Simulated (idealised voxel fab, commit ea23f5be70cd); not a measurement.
process module | voxel wiring stack
cross-section cut | 225 nm wide | cells 5 nm
A cross-section is a grid of square cells, given in bands from the top down. A band is one or more rows of cells.
Each band's line starts with the height of the band's top and of its bottom, in nm. Then come its materials from left to right, each with its width in nm. One material with "throughout" fills the band from edge to edge. "air" is empty space.
Height 0 is the level under which the wafer as received is all one material. The lowest band goes on downwards, as in "0 down".
A width such as "30 to 40" changes by the same amount from each row of cells to the next, from the band's top row to its bottom row.
"no change" after a step means that no cell of the cross-section changed.
closed voids: empty space of 8 cells or more with no open way to the top, each as width x height at its distance from the left edge, in nm
after a step's settings: what the simulator itself notes on the step
overlay nm, on a step with a mask: how far to the right of its planned place the mask lay; to the left if negative
plan
1 op RECEIVE | material Si
2 op CONFORMAL_DEP | material SiO2 | thk nm 10
3 op DIRECTIONAL_DEP | material TiN | thk nm 5
4 op DIRECTIONAL_DEP | material W | thk nm 20
5 op DIRECTIONAL_DEP | material aC | thk nm 15
6 op PATTERN | tone cover | mask id METAL_1 | material resist | width nm 30 | pitch nm 55 | thk nm 30 | overlay nm 0
7 op DIRECTIONAL_ETCH | etch materials aC | depth nm 15
8 op STRIP | etch materials resist
9 op DIRECTIONAL_ETCH | etch materials W | depth nm 20
10 op DIRECTIONAL_ETCH | etch materials TiN | depth nm 5
11 op STRIP | etch materials aC
12 op CONFORMAL_DEP | material SiCN | thk nm 5
13 op FILL_DEP | material lowk | thk nm 5
14 op CMP | height nm 35
15 op CONFORMAL_DEP | material SiCN | thk nm 5
16 op DIRECTIONAL_DEP | material SiO2 | thk nm 35
17 op DIRECTIONAL_DEP | material aC | thk nm 15
18 op PATTERN | tone open | mask id METAL_2 | material resist | width nm 30 | pitch nm 55 | thk nm 35 | overlay nm 0
19 op DIRECTIONAL_ETCH | etch materials aC | depth nm 15
20 op STRIP | etch materials resist
21 op DIRECTIONAL_ETCH | etch materials SiO2 | depth nm 20
22 op STRIP | etch materials aC
23 op DIRECTIONAL_DEP | material aC | thk nm 15
24 op PATTERN | tone open | mask id METAL_2_HOLES | material resist | width nm 15 | pitch nm 55 | thk nm 35 | overlay nm 0
25 op DIRECTIONAL_ETCH | etch materials aC | depth nm 15
26 op STRIP | etch materials resist
27 op DIRECTIONAL_ETCH | etch materials SiO2 | depth nm 15
28 op DIRECTIONAL_ETCH | etch materials SiCN | depth nm 5
29 op STRIP | etch materials aC
30 op CONFORMAL_DEP | material TiN | thk nm 5
31 op FILL_DEP | material Ru | thk nm 10
32 op CMP | height nm 75
33 op CONFORMAL_DEP | material SiCN | thk nm 5
34 op DIRECTIONAL_DEP | material lowk | thk nm 10
35 op DIRECTIONAL_DEP | material aC | thk nm 10
36 op PATTERN | tone open | mask id PLUG_2 | material resist | width nm 15 | pitch nm 55 | thk nm 30 | overlay nm 0
37 op DIRECTIONAL_ETCH | etch materials aC | depth nm 10
38 op STRIP | etch materials resist
39 op DIRECTIONAL_ETCH | etch materials lowk | depth nm 10
40 op DIRECTIONAL_ETCH | etch materials SiCN | depth nm 5
41 op STRIP | etch materials aC
42 op CONFORMAL_DEP | material TiN | thk nm 5
43 op FILL_DEP | material W | thk nm 10
44 op CMP | height nm 90
45 op DIRECTIONAL_DEP | material TiN | thk nm 5
46 op DIRECTIONAL_DEP | material Ru | thk nm 25
47 op DIRECTIONAL_DEP | material aC | thk nm 10
48 op PATTERN | tone cover | mask id METAL_3 | material resist | width nm 30 | pitch nm 55 | thk nm 25 | overlay nm 0
49 op DIRECTIONAL_ETCH | etch materials aC | depth nm 10
50 op STRIP | etch materials resist
51 op DIRECTIONAL_ETCH | etch materials Ru | depth nm 25
52 op DIRECTIONAL_ETCH | etch materials TiN | depth nm 5
53 op STRIP | etch materials aC
54 op CONFORMAL_DEP | material SiCN | thk nm 5
55 op FILL_DEP | material lowk | thk nm 10
56 op CMP | height nm 120
57 op CONFORMAL_DEP | material SiN | thk nm 5
as received, after step 1
  0 down: Si throughout
  closed voids: none
a wafer at the end: this start, this plan, one mistake
  125 to 120: SiN throughout
  120 to 95: lowk 10 | SiCN 5 | Ru 30 | SiCN 5 | lowk 15 | SiCN 5 | Ru 30 | SiCN 5 | lowk 15 | SiCN 5 | Ru 30 | SiCN 5 | lowk 15 | SiCN 5 | Ru 30 | SiCN 5 | lowk 10
  95 to 90: SiCN 15 | TiN 30 | SiCN 25 | TiN 30 | SiCN 25 | TiN 30 | SiCN 25 | TiN 30 | SiCN 15
  90 to 80: SiO2 throughout
  80 to 75: SiCN throughout
  75 to 60: SiO2 15 | TiN 5 | Ru 20 | TiN 5 | SiO2 25 | TiN 5 | Ru 20 | TiN 5 | SiO2 25 | TiN 5 | Ru 20 | TiN 5 | SiO2 25 | TiN 5 | Ru 20 | TiN 5 | SiO2 15
  60 to 55: SiO2 15 | TiN 5 | Ru 5 | TiN 20 | SiO2 25 | TiN 5 | Ru 5 | TiN 20 | SiO2 25 | TiN 5 | Ru 5 | TiN 20 | SiO2 25 | TiN 5 | Ru 5 | TiN 20 | SiO2 15
  55 to 40: SiO2 15 | TiN 5 | Ru 5 | TiN 5 | SiO2 40 | TiN 5 | Ru 5 | TiN 5 | SiO2 40 | TiN 5 | Ru 5 | TiN 5 | SiO2 40 | TiN 5 | Ru 5 | TiN 5 | SiO2 30
  40 to 35: SiCN 15 | TiN 15 | SiCN 40 | TiN 15 | SiCN 40 | TiN 15 | SiCN 40 | TiN 15 | SiCN 30
  35 to 15: lowk 10 | SiCN 5 | W 30 | SiCN 5 | lowk 15 | SiCN 5 | W 30 | SiCN 5 | lowk 15 | SiCN 5 | W 30 | SiCN 5 | lowk 15 | SiCN 5 | W 30 | SiCN 5 | lowk 10
  15 to 10: SiCN 15 | TiN 30 | SiCN 25 | TiN 30 | SiCN 25 | TiN 30 | SiCN 25 | TiN 30 | SiCN 15
  10 to 0: SiO2 throughout
  0 down: Si throughout
  closed voids: none
what went wrong: step 34 ran as: op DIRECTIONAL_DEP | material SiO2 | thk nm 10
